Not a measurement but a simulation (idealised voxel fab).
This is a process module. Its name is voxel self aligned contacts.
Shown is cross-section cut, with a width of 245 nm and square cells of size 5 nm.
For the purposes of this document, a cross-section shall be understood as a grid of square cells, specified as bands listed in top-to-bottom order, each band consisting of one or more rows of cells. In this notation a band is specified by the heights of its top and bottom, in that order and in nm, after which its materials appear from left to right, each paired with its width in nm. The word "throughout" attached to a single material means that material fills the band from edge to edge; the word "empty" stands for empty space. Height reference: 0 = level under which incoming wafer is all one material. Lowest band: no bottom, runs on downward, e.g. "0..down". Top row gets the first number, bottom row gets the second, and each row in between changes by the same step: that is how a band width like "30->40" works. "stayed the same" for a step: no cell of the cross-section changed in that step. "Enclosed internal cavities" - sealed voids, min. 8 cells, no opening to top; format: width x height at distance (distance from left edge; nm throughout). Where a step's line continues beyond its settings, the continuation is a remark by the simulator itself on that step. overlay nm: step with mask; distance mask lay right of planned place; negative value = left of planned place.

# Intended process steps
step 1: RECEIVE, material Si
step 2: OXIDIZE, depth nm 5
step 3: DIRECTIONAL_DEP, material polySi, thk nm 30
step 4: DIRECTIONAL_DEP, material SiN, thk nm 15
step 5: MASKED_ETCH, tone cover, mask id GATE, width nm 35, pitch nm 70, etch materials SiN, depth nm 15, overlay nm 0
step 6: MASKED_ETCH, tone cover, mask id GATE, width nm 35, pitch nm 70, etch materials polySi, depth nm 30, overlay nm 0
step 7: CONFORMAL_DEP, material SiN, thk nm 5
step 8: DIRECTIONAL_ETCH, etch materials SiN, depth nm 5
step 9: FILL_DEP, material SiO2, thk nm 15
step 10: CMP, height nm 50
step 11: DIRECTIONAL_DEP, material aC, thk nm 15
step 12: PATTERN, tone open, mask id CONTACT, material resist, width nm 55, pitch nm 70, thk nm 35, overlay nm 0
step 13: DIRECTIONAL_ETCH, etch materials aC, depth nm 15
step 14: STRIP, etch materials resist
step 15: DIRECTIONAL_ETCH, etch materials SiO2, depth nm 55
step 16: STRIP, etch materials aC
step 17: CONFORMAL_DEP, material TiN, thk nm 5
step 18: FILL_DEP, material Ru, thk nm 10
step 19: CMP, height nm 50
step 20: CONFORMAL_DEP, material SiCN, thk nm 5

# Wafer at receipt (post step 1), cross-section
	0..down  Si throughout
	Enclosed internal cavities: none

# Cross-section: first of two wafers, module finished, run according to plan
	55..50  SiCN throughout
	50..45  60 SiO2 / 20 TiN / 15 Ru / 20 TiN / 15 SiO2 / 20 TiN / 15 Ru / 20 TiN / 60 SiO2
	45..30  30 SiO2 / 45 SiN / 5 TiN / 15 Ru / 5 TiN / 45 SiN / 5 TiN / 15 Ru / 5 TiN / 45 SiN / 30 SiO2
	30..0  30 SiO2 / 5 SiN / 35 polySi / 5 SiN / 5 TiN / 15 Ru / 5 TiN / 5 SiN / 35 polySi / 5 SiN / 5 TiN / 15 Ru / 5 TiN / 5 SiN / 35 polySi / 5 SiN / 30 SiO2
	0..-5  75 SiO2 / 25 TiN / 45 SiO2 / 25 TiN / 75 SiO2
	-5..down  Si throughout
	Enclosed internal cavities: none

# Second of two wafers, module complete, sectioned: it shares the first wafer's start and plan but was run with one mistake
	55..50  SiCN throughout
	50..45  25 Ru / 35 TiN / 55 SiO2 / 15 TiN / 55 SiO2 / 35 TiN / 25 Ru
	45..30  25 Ru / 5 TiN / 45 SiN / 25 SiO2 / 45 SiN / 25 SiO2 / 45 SiN / 5 TiN / 25 Ru
	30..0  25 Ru / 5 TiN / 5 SiN / 35 polySi / 5 SiN / 25 SiO2 / 5 SiN / 35 polySi / 5 SiN / 25 SiO2 / 5 SiN / 35 polySi / 5 SiN / 5 TiN / 25 Ru
	0..-5  30 TiN / 185 SiO2 / 30 TiN
	-5..down  Si throughout
	Enclosed internal cavities: none
Heads up, the wafer didn't run the way we planned it: in deviation from the planned setting, step 12 was conducted as PATTERN, tone cover, mask id CONTACT, material resist, width nm 55, pitch nm 70, thk nm 35, overlay nm 0
The closing comparison, in cells, has the second wafer with more or fewer of some materials than the first: Ru +40, SiO2 -25, TiN -15
